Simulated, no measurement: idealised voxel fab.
This is a process module. Its name is voxel capacitor over wiring.
The width of the displayed cross-section, cut, is 240 nm; its cells are square, with a size of 5 nm.
Just so we're on the same page, the cross-sections are grids of square cells, and they're listed out in bands top to bottom, each band one or more rows deep.
Band: top and bottom heights (nm) first, top before bottom; then materials from left to right, widths in nm. "throughout" marks a sole material filling the band edge to edge. "blank" denotes empty space.
Height is counted from the level 0, under which the received wafer is composed throughout of one material. The lowest of the bands is not closed at the bottom but continues downward, in the notation "0 down".
A two-number width, for instance "30->40", indicates that the width is equal to the first number in the top row of the band and to the second number in the bottom row, and that it changes by a constant amount per row of cells.
Take "remained the same" at face value: in the step it is given for, the cross-section changed in none of its cells.
Entry "Closed void catalog" = empty spaces >= 8 cells with no open way to the top; each as width x height at distance, distance from left edge, all nm.
Anything after a step's settings on that line? It's the simulator's own note about the step.
"overlay nm" denotes, for a step that has a mask, the displacement of the mask to the right of its planned place, with negative values corresponding to the left.

Plan
- 1: RECEIVE,material Si
- 2: CONFORMAL_DEP,material SiO2,thk nm 15
- 3: CONFORMAL_DEP,material SiN,thk nm 5
- 4: DIRECTIONAL_DEP,material SiO2,thk nm 15
- 5: MASKED_ETCH,tone open,mask id METAL_1,width nm 20,pitch nm 70,etch materials SiO2,depth nm 15,overlay nm 0
- 6: MASKED_ETCH,tone open,mask id METAL_1,width nm 20,pitch nm 70,etch materials SiN,depth nm 5,overlay nm 0
- 7: CONFORMAL_DEP,material TiN,thk nm 5
- 8: FILL_DEP,material W,thk nm 5
- 9: CMP,height nm 35
- 10: CONFORMAL_DEP,material SiCN,thk nm 5
- 11: DIRECTIONAL_DEP,material SiO2,thk nm 10
- 12: PATTERN,tone open,mask id PLUG_1,material resist,width nm 15,thk nm 20,overlay nm 0
- 13: DIRECTIONAL_ETCH,etch materials SiO2,depth nm 10
- 14: DIRECTIONAL_ETCH,etch materials SiCN,depth nm 5
- 15: STRIP,etch materials resist
- 16: CONFORMAL_DEP,material TiN,thk nm 5
- 17: FILL_DEP,material Cu,thk nm 5
- 18: CMP,height nm 50
- 19: DIRECTIONAL_DEP,material TiN,thk nm 5
- 20: DIRECTIONAL_DEP,material Al2O3,thk nm 5
- 21: DIRECTIONAL_DEP,material TiN,thk nm 5
- 22: MASKED_ETCH,tone cover,mask id UPPER_PLATE,width nm 55,etch materials TiN,depth nm 5,overlay nm 0
- 23: MASKED_ETCH,tone cover,mask id UPPER_PLATE,width nm 55,etch materials Al2O3,depth nm 5,overlay nm 0
- 24: DIRECTIONAL_DEP,material aC,thk nm 15
- 25: PATTERN,tone cover,mask id LOWER_PLATE,material resist,width nm 65,thk nm 35,overlay nm 0
- 26: DIRECTIONAL_ETCH,etch materials aC,depth nm 15
- 27: STRIP,etch materials resist
- 28: DIRECTIONAL_ETCH,etch materials TiN,depth nm 5
- 29: STRIP,etch materials aC
- 30: FILL_DEP,material SiO2,thk nm 20
- 31: CMP,height nm 80
- 32: MASKED_ETCH,tone open,mask id PLUG_2,width nm 15,etch materials SiO2,depth nm 15,overlay nm 0
- 33: CONFORMAL_DEP,material TiN,thk nm 5
- 34: FILL_DEP,material Cu,thk nm 5
- 35: CMP,height nm 80
- 36: CONFORMAL_DEP,material SiN,thk nm 5

First of the two wafers, run per plan

Delivered wafer in cross-section: state after step 1
    0 down = Si throughout
    Closed void catalog: none

After step 2, in cross-section
    15 to 0 = SiO2 throughout
    Below 0, the layers are the same as they were.

After step 3, in cross-section
    20 to 15 = SiN throughout
    Below 15, the layers are the same as they were.

After step 4, in cross-section
    35 to 20 = SiO2 throughout
    Below 20, the layers are the same as they were.

After step 5, in cross-section
    35 to 20 = SiO2 75 nm | blank 20 nm | SiO2 50 nm | blank 20 nm | SiO2 75 nm
    Below 20, the layers are the same as they were.

After step 6, in cross-section
    35 to 20 = SiO2 75 nm | blank 20 nm | SiO2 50 nm | blank 20 nm | SiO2 75 nm
    20 to 15 = SiN 75 nm | blank 20 nm | SiN 50 nm | blank 20 nm | SiN 75 nm
    Below 15, the layers are the same as they were.

After step 7, in cross-section
    40 to 35 = TiN 80 nm | blank 10 nm | TiN 60 nm | blank 10 nm | TiN 80 nm
    35 to 20 = SiO2 75 nm | TiN 5 nm | blank 10 nm | TiN 5 nm | SiO2 50 nm | TiN 5 nm | blank 10 nm | TiN 5 nm | SiO2 75 nm
    20 to 15 = SiN 75 nm | TiN 20 nm | SiN 50 nm | TiN 20 nm | SiN 75 nm
    Below 15, the layers are the same as they were.

After step 8, in cross-section
    45 to 40 = W throughout
    40 to 35 = TiN 80 nm | W 10 nm | TiN 60 nm | W 10 nm | TiN 80 nm
    35 to 20 = SiO2 75 nm | TiN 5 nm | W 10 nm | TiN 5 nm | SiO2 50 nm | TiN 5 nm | W 10 nm | TiN 5 nm | SiO2 75 nm
    Below 20, the layers are the same as they were.

After step 9, in cross-section
    35 to 20 = SiO2 75 nm | TiN 5 nm | W 10 nm | TiN 5 nm | SiO2 50 nm | TiN 5 nm | W 10 nm | TiN 5 nm | SiO2 75 nm
    Below 20, the layers are the same as they were.

After step 10, in cross-section
    40 to 35 = SiCN throughout
    Below 35, the layers are the same as they were.

After step 11, in cross-section
    50 to 40 = SiO2 throughout
    Below 40, the layers are the same as they were.

After step 12, in cross-section
    70 to 50 = resist 80 nm | blank 15 nm | resist 145 nm
    Below 50, the layers are the same as they were.

After step 13, in cross-section
    70 to 50 = resist 80 nm | blank 15 nm | resist 145 nm
    50 to 40 = SiO2 80 nm | blank 15 nm | SiO2 145 nm
    Below 40, the layers are the same as they were.

After step 14, in cross-section
    70 to 50 = resist 80 nm | blank 15 nm | resist 145 nm
    50 to 40 = SiO2 80 nm | blank 15 nm | SiO2 145 nm
    40 to 35 = SiCN 80 nm | blank 15 nm | SiCN 145 nm
    Below 35, the layers are the same as they were.

After step 15, in cross-section
    50 to 40 = SiO2 80 nm | blank 15 nm | SiO2 145 nm
    Below 40, the layers are the same as they were.

After step 16, in cross-section
    55 to 50 = TiN 85 nm | blank 5 nm | TiN 150 nm
    50 to 40 = SiO2 80 nm | TiN 5 nm | blank 5 nm | TiN 5 nm | SiO2 145 nm
    40 to 35 = SiCN 80 nm | TiN 15 nm | SiCN 145 nm
    Below 35, the layers are the same as they were.

After step 17, in cross-section
    60 to 55 = Cu throughout
    55 to 50 = TiN 85 nm | Cu 5 nm | TiN 150 nm
    50 to 40 = SiO2 80 nm | TiN 5 nm | Cu 5 nm | TiN 5 nm | SiO2 145 nm
    Below 40, the layers are the same as they were.

After step 18, in cross-section
    50 to 40 = SiO2 80 nm | TiN 5 nm | Cu 5 nm | TiN 5 nm | SiO2 145 nm
    Below 40, the layers are the same as they were.

After step 19, in cross-section
    55 to 50 = TiN throughout
    Below 50, the layers are the same as they were.

After step 20, in cross-section
    60 to 55 = Al2O3 throughout
    Below 55, the layers are the same as they were.

After step 21, in cross-section
    65 to 60 = TiN throughout
    Below 60, the layers are the same as they were.

After step 22, in cross-section
    65 to 60 = blank 80 nm | TiN 55 nm | blank 105 nm
    Below 60, the layers are the same as they were.

After step 23, in cross-section
    65 to 60 = blank 80 nm | TiN 55 nm | blank 105 nm
    60 to 55 = blank 80 nm | Al2O3 55 nm | blank 105 nm
    Below 55, the layers are the same as they were.

After step 24, in cross-section
    80 to 70 = blank 80 nm | aC 55 nm | blank 105 nm
    70 to 65 = aC throughout
    65 to 60 = aC 80 nm | TiN 55 nm | aC 105 nm
    60 to 55 = aC 80 nm | Al2O3 55 nm | aC 105 nm
    Below 55, the layers are the same as they were.

After step 25, in cross-section
    115 to 80 = blank 75 nm | resist 65 nm | blank 100 nm
    80 to 70 = blank 75 nm | resist 5 nm | aC 55 nm | resist 5 nm | blank 100 nm
    Below 70, the layers are the same as they were.

After step 26, in cross-section
    100 to 80 = blank 75 nm | resist 65 nm | blank 100 nm
    80 to 70 = blank 75 nm | resist 5 nm | aC 55 nm | resist 5 nm | blank 100 nm
    70 to 65 = blank 75 nm | aC 65 nm | blank 100 nm
    65 to 60 = blank 75 nm | aC 5 nm | TiN 55 nm | aC 5 nm | blank 100 nm
    60 to 55 = blank 75 nm | aC 5 nm | Al2O3 55 nm | aC 5 nm | blank 100 nm
    Below 55, the layers are the same as they were.

After step 27, in cross-section
    80 to 70 = blank 80 nm | aC 55 nm | blank 105 nm
    Below 70, the layers are the same as they were.

After step 28, in cross-section
    80 to 70 = blank 80 nm | aC 55 nm | blank 105 nm
    70 to 65 = blank 75 nm | aC 65 nm | blank 100 nm
    65 to 60 = blank 75 nm | aC 5 nm | TiN 55 nm | aC 5 nm | blank 100 nm
    60 to 55 = blank 75 nm | aC 5 nm | Al2O3 55 nm | aC 5 nm | blank 100 nm
    55 to 50 = blank 75 nm | TiN 65 nm | blank 100 nm
    Below 50, the layers are the same as they were.

After step 29, in cross-section
    65 to 60 = blank 80 nm | TiN 55 nm | blank 105 nm
    60 to 55 = blank 80 nm | Al2O3 55 nm | blank 105 nm
    Below 55, the layers are the same as they were.

After step 30, in cross-section
    85 to 65 = SiO2 throughout
    65 to 60 = SiO2 80 nm | TiN 55 nm | SiO2 105 nm
    60 to 55 = SiO2 80 nm | Al2O3 55 nm | SiO2 105 nm
    55 to 50 = SiO2 75 nm | TiN 65 nm | SiO2 100 nm
    Below 50, the layers are the same as they were.

After step 31, in cross-section
    80 to 65 = SiO2 throughout
    Below 65, the layers are the same as they were.

After step 32, in cross-section
    80 to 65 = SiO2 90 nm | blank 15 nm | SiO2 135 nm
    Below 65, the layers are the same as they were.

After step 33, in cross-section
    85 to 80 = TiN 95 nm | blank 5 nm | TiN 140 nm
    80 to 70 = SiO2 90 nm | TiN 5 nm | blank 5 nm | TiN 5 nm | SiO2 135 nm
    70 to 60 = SiO2 90->80 nm | TiN 15->55 nm | SiO2 135->105 nm
    Below 60, the layers are the same as they were.

After step 34, in cross-section
    90 to 85 = Cu throughout
    85 to 80 = TiN 95 nm | Cu 5 nm | TiN 140 nm
    80 to 70 = SiO2 90 nm | TiN 5 nm | Cu 5 nm | TiN 5 nm | SiO2 135 nm
    Below 70, the layers are the same as they were.

After step 35, in cross-section
    80 to 70 = SiO2 90 nm | TiN 5 nm | Cu 5 nm | TiN 5 nm | SiO2 135 nm
    Below 70, the layers are the same as they were.

After step 36, in cross-section
    85 to 80 = SiN throughout
    Below 80, the layers are the same as they were.

For the second wafer, take the first wafer's start and plan, then add one mistake made in running it; everything through step 18, that step included, is shared with the first

At the planned end of step 19, the second wafer in cross-section
    55 to 50 = Al2O3 throughout
    Below 50, the layers are the same as they were.

At the planned end of step 20, the second wafer in cross-section
    60 to 55 = TiN throughout
    Below 55, the layers are the same as they were.

At the planned end of step 21, the second wafer in cross-section
    65 to 55 = TiN throughout
    Below 55, the layers are the same as they were.

At the planned end of step 22, the second wafer in cross-section
    65 to 60 = blank 80 nm | TiN 55 nm | blank 105 nm
    Below 60, the layers are the same as they were.

At the planned end of step 23, the second wafer in cross-section: remained the same

At the planned end of step 24, the second wafer in cross-section
    80 to 75 = blank 80 nm | aC 55 nm | blank 105 nm
    75 to 65 = aC throughout
    65 to 60 = aC 80 nm | TiN 55 nm | aC 105 nm
    Below 60, the layers are the same as they were.

At the planned end of step 25, the second wafer in cross-section
    115 to 80 = blank 75 nm | resist 65 nm | blank 100 nm
    80 to 75 = blank 75 nm | resist 5 nm | aC 55 nm | resist 5 nm | blank 100 nm
    Below 75, the layers are the same as they were.

At the planned end of step 26, the second wafer in cross-section
    100 to 80 = blank 75 nm | resist 65 nm | blank 100 nm
    80 to 75 = blank 75 nm | resist 5 nm | aC 55 nm | resist 5 nm | blank 100 nm
    75 to 65 = blank 75 nm | aC 65 nm | blank 100 nm
    65 to 60 = blank 75 nm | aC 5 nm | TiN 55 nm | aC 5 nm | blank 100 nm
    Below 60, the layers are the same as they were.

At the planned end of step 27, the second wafer in cross-section
    80 to 75 = blank 80 nm | aC 55 nm | blank 105 nm
    Below 75, the layers are the same as they were.

At the planned end of step 28, the second wafer in cross-section
    80 to 75 = blank 80 nm | aC 55 nm | blank 105 nm
    75 to 65 = blank 75 nm | aC 65 nm | blank 100 nm
    65 to 60 = blank 75 nm | aC 5 nm | TiN 55 nm | aC 5 nm | blank 100 nm
    60 to 55 = blank 75 nm | TiN 65 nm | blank 100 nm
    Below 55, the layers are the same as they were.

At the planned end of step 29, the second wafer in cross-section
    65 to 55 = blank 80->75 nm | TiN 55->65 nm | blank 105->100 nm
    Below 55, the layers are the same as they were.

At the planned end of step 30, the second wafer in cross-section
    85 to 65 = SiO2 throughout
    65 to 55 = SiO2 80->75 nm | TiN 55->65 nm | SiO2 105->100 nm
    Below 55, the layers are the same as they were.

At the planned end of step 31, the second wafer in cross-section
    80 to 65 = SiO2 throughout
    Below 65, the layers are the same as they were.

At the planned end of step 32, the second wafer in cross-section
    80 to 65 = SiO2 90 nm | blank 15 nm | SiO2 135 nm
    Below 65, the layers are the same as they were.

At the planned end of step 33, the second wafer in cross-section
    85 to 80 = TiN 95 nm | blank 5 nm | TiN 140 nm
    80 to 70 = SiO2 90 nm | TiN 5 nm | blank 5 nm | TiN 5 nm | SiO2 135 nm
    70 to 60 = SiO2 90->80 nm | TiN 15->55 nm | SiO2 135->105 nm
    Below 60, the layers are the same as they were.

At the planned end of step 34, the second wafer in cross-section
    90 to 85 = Cu throughout
    85 to 80 = TiN 95 nm | Cu 5 nm | TiN 140 nm
    80 to 70 = SiO2 90 nm | TiN 5 nm | Cu 5 nm | TiN 5 nm | SiO2 135 nm
    Below 70, the layers are the same as they were.

At the planned end of step 35, the second wafer in cross-section
    80 to 70 = SiO2 90 nm | TiN 5 nm | Cu 5 nm | TiN 5 nm | SiO2 135 nm
    Below 70, the layers are the same as they were.

At the planned end of step 36, the second wafer in cross-section
    85 to 80 = SiN throughout
    Below 80, the layers are the same as they were.
Short version of what went wrong: the intended sequence of steps 19 and 20 was reversed during processing, with each occupying the position of the other
At the finish, the second wafer shows more or fewer cells for some materials than the first does: +37 Al2O3 | -37 SiO2
